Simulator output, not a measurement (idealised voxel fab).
process module | voxel fin reveal
cross-section cut | 215 nm wide | cells 5 nm
A cross-section is a grid of square cells, given in bands from the top down. A band is one or more rows of cells.
Each band's line starts with the height of the band's top and of its bottom, in nm. Then come its materials from left to right, each with its width in nm. One material with "throughout" fills the band from edge to edge. "air" is empty space.
Height 0 is the level under which the wafer as received is all one material. The lowest band goes on downwards, as in "0 down".
A width such as "30 to 40" changes by the same amount from each row of cells to the next, from the band's top row to its bottom row.
"no change" after a step means that no cell of the cross-section changed.
closed voids: empty space of 8 cells or more with no open way to the top, each as width x height at its distance from the left edge, in nm
after a step's settings: what the simulator itself notes on the step
overlay nm, on a step with a mask: how far to the right of its planned place the mask lay; to the left if negative
plan
1 op RECEIVE | material Si
2 op CONFORMAL_DEP | material SiN | thk nm 10
3 op DIRECTIONAL_DEP | material aC | thk nm 10
4 op PATTERN | tone cover | mask id FINS | material resist | width nm 15 | pitch nm 40 | thk nm 25 | overlay nm 0
5 op DIRECTIONAL_ETCH | etch materials aC | depth nm 10
6 op STRIP | etch materials resist
7 op DIRECTIONAL_ETCH | etch materials SiN | depth nm 10
8 op DIRECTIONAL_ETCH | etch materials Si | depth nm 30
9 op STRIP | etch materials aC
10 op OXIDIZE | depth nm 5
11 op FILL_DEP | material SiO2 | thk nm 10
12 op CMP | height nm 10
13 op SELECTIVE_ETCH | etch materials SiO2 | depth nm 25
14 op STRIP | etch materials SiN
as received, after step 1
  0 down: Si throughout
  closed voids: none
a wafer at the end: this start, this plan, one mistake
  0 to -30: air 60 | SiO2 5 | Si 5 | SiO2 5 | air 25 | SiO2 5 | Si 5 | SiO2 5 | air 25 | SiO2 5 | Si 5 | SiO2 5 | air 60
  -30 to -35: SiO2 65 | Si 5 | SiO2 35 | Si 5 | SiO2 35 | Si 5 | SiO2 65
  -35 down: Si throughout
  closed voids: none
what went wrong: step 11 ran as: op FILL_DEP | material SiN | thk nm 10
